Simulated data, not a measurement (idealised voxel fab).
A process module follows: voxel wiring stack.
Square cell edge 5 nm, section width 175 nm, ID cut.
For the purposes of this document, a cross-section shall be understood as a grid of square cells, specified as bands listed in top-to-bottom order, each band consisting of one or more rows of cells. Heights first: top, then bottom, in nm. Then materials, left to right, each with a width in nm. "throughout" on a single material: fills the band edge to edge. "blank": empty space. We count height from 0. Below that, the starting wafer is all one material. The lowest band never ends at the bottom but goes on down; see "top 0, no bottom" for how that is written. Graded width ("30 to 40"): value in top row of band = first number; value in bottom row = second number; row-to-row change constant. "nothing was modified" (step): cross-section cells unchanged, all of them. "Enclosed internal cavities": empty spaces of 8 cells or more with no open way to the top, each given as width x height at distance, distance from the left edge, all in nm. Whatever follows a step's settings on its line is a remark the simulator itself makes about that step. overlay nm: right-of-plan distance of the mask on a masked step; negative values mean left-of-plan.

# Process steps foreseen in the plan
- 1: RECEIVE, material Si
- 2: CONFORMAL_DEP, material SiO2, thk nm 15
- 3: DIRECTIONAL_DEP, material TiN, thk nm 5
- 4: DIRECTIONAL_DEP, material Ru, thk nm 25
- 5: DIRECTIONAL_DEP, material aC, thk nm 15
- 6: PATTERN, tone cover, mask id METAL_1, material resist, width nm 30, pitch nm 50, thk nm 30, overlay nm 0
- 7: DIRECTIONAL_ETCH, etch materials aC, depth nm 15
- 8: STRIP, etch materials resist
- 9: DIRECTIONAL_ETCH, etch materials Ru, depth nm 25
- 10: DIRECTIONAL_ETCH, etch materials TiN, depth nm 5
- 11: STRIP, etch materials aC
- 12: FILL_DEP, material lowk, thk nm 10
- 13: CMP, height nm 45
- 14: CONFORMAL_DEP, material SiCN, thk nm 5
- 15: DIRECTIONAL_DEP, material SiO2, thk nm 30
- 16: MASKED_ETCH, tone open, mask id METAL_2, width nm 30, pitch nm 50, etch materials SiO2, depth nm 15, overlay nm 0
- 17: PATTERN, tone open, mask id METAL_2_HOLES, material resist, width nm 15, pitch nm 50, thk nm 20, overlay nm 0
- 18: DIRECTIONAL_ETCH, etch materials SiO2, depth nm 15
- 19: DIRECTIONAL_ETCH, etch materials SiCN, depth nm 5
- 20: STRIP, etch materials resist
- 21: CONFORMAL_DEP, material TiN, thk nm 5
- 22: FILL_DEP, material Ru, thk nm 10
- 23: CMP, height nm 80
- 24: CONFORMAL_DEP, material SiCN, thk nm 5
- 25: DIRECTIONAL_DEP, material lowk, thk nm 10
- 26: PATTERN, tone open, mask id PLUG_2, material resist, width nm 15, thk nm 20, overlay nm 0
- 27: DIRECTIONAL_ETCH, etch materials lowk, depth nm 10
- 28: DIRECTIONAL_ETCH, etch materials SiCN, depth nm 5
- 29: STRIP, etch materials resist
- 30: EPI, material Ru, thk nm 10
- 31: EPI, material Ru, thk nm 5
- 32: DIRECTIONAL_DEP, material TiN, thk nm 5
- 33: DIRECTIONAL_DEP, material Ru, thk nm 20
- 34: DIRECTIONAL_DEP, material aC, thk nm 10
- 35: PATTERN, tone cover, mask id METAL_3, material resist, width nm 30, pitch nm 50, thk nm 30, overlay nm 0
- 36: DIRECTIONAL_ETCH, etch materials aC, depth nm 10
- 37: STRIP, etch materials resist
- 38: DIRECTIONAL_ETCH, etch materials Ru, depth nm 20
- 39: DIRECTIONAL_ETCH, etch materials TiN, depth nm 5
- 40: STRIP, etch materials aC
- 41: FILL_DEP, material lowk, thk nm 5
- 42: CMP, height nm 120
- 43: CONFORMAL_DEP, material SiCN, thk nm 5

# This is the cross-section of the wafer as we received it, i.e. after step 1
  top 0, no bottom = Si throughout
  Enclosed internal cavities: none

# Wafer cross-section at module end: first of two, run to plan
  top 125, bottom 120 = SiCN throughout
  top 120, bottom 100 = 45 of lowk, then 30 of Ru, then 20 of lowk, then 30 of Ru, then 50 of lowk
  top 100, bottom 95 = 45 of lowk, then 30 of TiN, then 20 of lowk, then 30 of TiN, then 50 of lowk
  top 95, bottom 85 = 45 of lowk, then 15 of Ru, then 115 of lowk
  top 85, bottom 80 = 45 of SiCN, then 15 of Ru, then 115 of SiCN
  top 80, bottom 70 = 45 of SiO2, then 5 of TiN, then 20 of Ru, then 5 of TiN, then 20 of SiO2, then 5 of TiN, then 20 of Ru, then 5 of TiN, then 50 of SiO2
  top 70, bottom 65 = 45 of SiO2, then 5 of TiN, then 5 of Ru, then 20 of TiN, then 20 of SiO2, then 5 of TiN, then 5 of Ru, then 20 of TiN, then 50 of SiO2
  top 65, bottom 50 = 45 of SiO2, then 5 of TiN, then 5 of Ru, then 5 of TiN, then 35 of SiO2, then 5 of TiN, then 5 of Ru, then 5 of TiN, then 65 of SiO2
  top 50, bottom 45 = 45 of SiCN, then 15 of TiN, then 35 of SiCN, then 15 of TiN, then 65 of SiCN
  top 45, bottom 20 = 45 of lowk, then 30 of Ru, then 20 of lowk, then 30 of Ru, then 50 of lowk
  top 20, bottom 15 = 45 of lowk, then 30 of TiN, then 20 of lowk, then 30 of TiN, then 50 of lowk
  top 15, bottom 0 = SiO2 throughout
  top 0, no bottom = Si throughout
  Enclosed internal cavities: none

# Cross-section, second wafer: same start as the first, same plan as the first, one mistake in running it; taken at the end of the module
  top 125, bottom 120 = SiCN throughout
  top 120, bottom 115 = 60 of lowk, then 15 of Ru, then 20 of lowk, then 30 of Ru, then 50 of lowk
  top 115, bottom 100 = 45 of lowk, then 30 of Ru, then 20 of lowk, then 30 of Ru, then 50 of lowk
  top 100, bottom 95 = 45 of lowk, then 15 of Ru, then 15 of TiN, then 20 of lowk, then 30 of TiN, then 50 of lowk
  top 95, bottom 90 = 45 of SiCN, then 15 of TiN, then 115 of SiCN
  top 90, bottom 80 = lowk throughout
  top 80, bottom 70 = 45 of SiO2, then 5 of TiN, then 20 of Ru, then 5 of TiN, then 20 of SiO2, then 5 of TiN, then 20 of Ru, then 5 of TiN, then 50 of SiO2
  top 70, bottom 65 = 45 of SiO2, then 5 of TiN, then 5 of Ru, then 20 of TiN, then 20 of SiO2, then 5 of TiN, then 5 of Ru, then 20 of TiN, then 50 of SiO2
  top 65, bottom 50 = 45 of SiO2, then 5 of TiN, then 5 of Ru, then 5 of TiN, then 35 of SiO2, then 5 of TiN, then 5 of Ru, then 5 of TiN, then 65 of SiO2
  top 50, bottom 45 = 45 of SiCN, then 15 of TiN, then 35 of SiCN, then 15 of TiN, then 65 of SiCN
  top 45, bottom 20 = 45 of lowk, then 30 of Ru, then 20 of lowk, then 30 of Ru, then 50 of lowk
  top 20, bottom 15 = 45 of lowk, then 30 of TiN, then 20 of lowk, then 30 of TiN, then 50 of lowk
  top 15, bottom 0 = SiO2 throughout
  top 0, no bottom = Si throughout
  Enclosed internal cavities: none
Plan not followed: note: step 24 <-> step 25, run order reversed vs plan
The final cell counts differ between the wafers, with the second having more or fewer of some materials than the first: -9 Ru, +9 lowk
